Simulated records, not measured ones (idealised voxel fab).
Process module heading - voxel trench capacitor
cross-section cut | 225 nm wide | cells 5 nm
Reading order for cross-sections: top band down to bottom band. Underlying form: a grid of square cells. Band size: one or more rows of cells.
What a band's entry tells you: where the top is and where the bottom is, as heights in nm, and after that what lies inside, material by material from left to right, each with its width in nm. Empty space is written as the word "air", and a single material marked with the word "throughout" occupies the band from edge to edge.
Heights are measured from 0, the level below which the as-received wafer is all one material; the lowest band has no bottom and continues downward, written as in "top 0, no bottom".
Per-row width for "30->40": begins at first number (top row of band), ends at second number (bottom row), increment between rows held constant.
Step marked "no change"? Then no cell in the cross-section changed in it.
The list in "Enclosed void list" covers empty spaces of 8 cells or more that cannot reach the top through any open way, and it gives each as width x height at distance; the distance is from the left edge, and width, height and distance are in nm.
Where a step's line continues beyond its settings, the continuation is a remark by the simulator itself on that step.
Steps that use a mask can have "overlay nm" on their line. It says how far the mask sat to the right of where it was meant to be. Negative means to the left.

Set out below are the planned steps of the process
- 1: RECEIVE: material Si
- 2: CONFORMAL_DEP: material SiN, thk nm 5
- 3: DIRECTIONAL_DEP: material aC, thk nm 10
- 4: PATTERN: tone open, mask id TRENCH, material resist, width nm 15, pitch nm 45, thk nm 25, overlay nm 0
- 5: DIRECTIONAL_ETCH: etch materials aC, depth nm 10
- 6: STRIP: etch materials resist
- 7: DIRECTIONAL_ETCH: etch materials SiN, depth nm 5
- 8: DIRECTIONAL_ETCH: etch materials Si, depth nm 30
- 9: STRIP: etch materials aC
- 10: CONFORMAL_DEP: material Al2O3, thk nm 5
- 11: FILL_DEP: material polySi, thk nm 10
- 12: CMP: height nm 5

Here's what the wafer looked like in cross-section when it arrived - that's after step 1
  top 0, no bottom: Si throughout
  Enclosed void list: none

Cross-section taken at module completion on the first of two wafers; processed per the plan
  top 5, bottom 0: SiN (80), then Al2O3 (5), then polySi (5), then Al2O3 (5), then SiN (30), then Al2O3 (5), then polySi (5), then Al2O3 (5), then SiN (85)
  top 0, bottom -25: Si (80), then Al2O3 (5), then polySi (5), then Al2O3 (5), then Si (30), then Al2O3 (5), then polySi (5), then Al2O3 (5), then Si (85)
  top -25, bottom -30: Si (80), then Al2O3 (15), then Si (30), then Al2O3 (15), then Si (85)
  top -30, no bottom: Si throughout
  Enclosed void list: none

Cross-section, wafer two of two, end of module: same start and plan as wafer one, one error in execution
  top 5, bottom 0: SiN (80), then Al2O3 (5), then aC (5), then Al2O3 (5), then SiN (30), then Al2O3 (5), then aC (5), then Al2O3 (5), then SiN (85)
  top 0, bottom -25: Si (80), then Al2O3 (5), then aC (5), then Al2O3 (5), then Si (30), then Al2O3 (5), then aC (5), then Al2O3 (5), then Si (85)
  top -25, bottom -30: Si (80), then Al2O3 (15), then Si (30), then Al2O3 (15), then Si (85)
  top -30, no bottom: Si throughout
  Enclosed void list: none
Error vs. plan: step 11 was run on a setting that differed from the plan, and what really ran there is FILL_DEP: material aC, thk nm 10
End check, counted in cells, second wafer has more or fewer of these materials than the first: aC: 12 more | polySi: 12 fewer
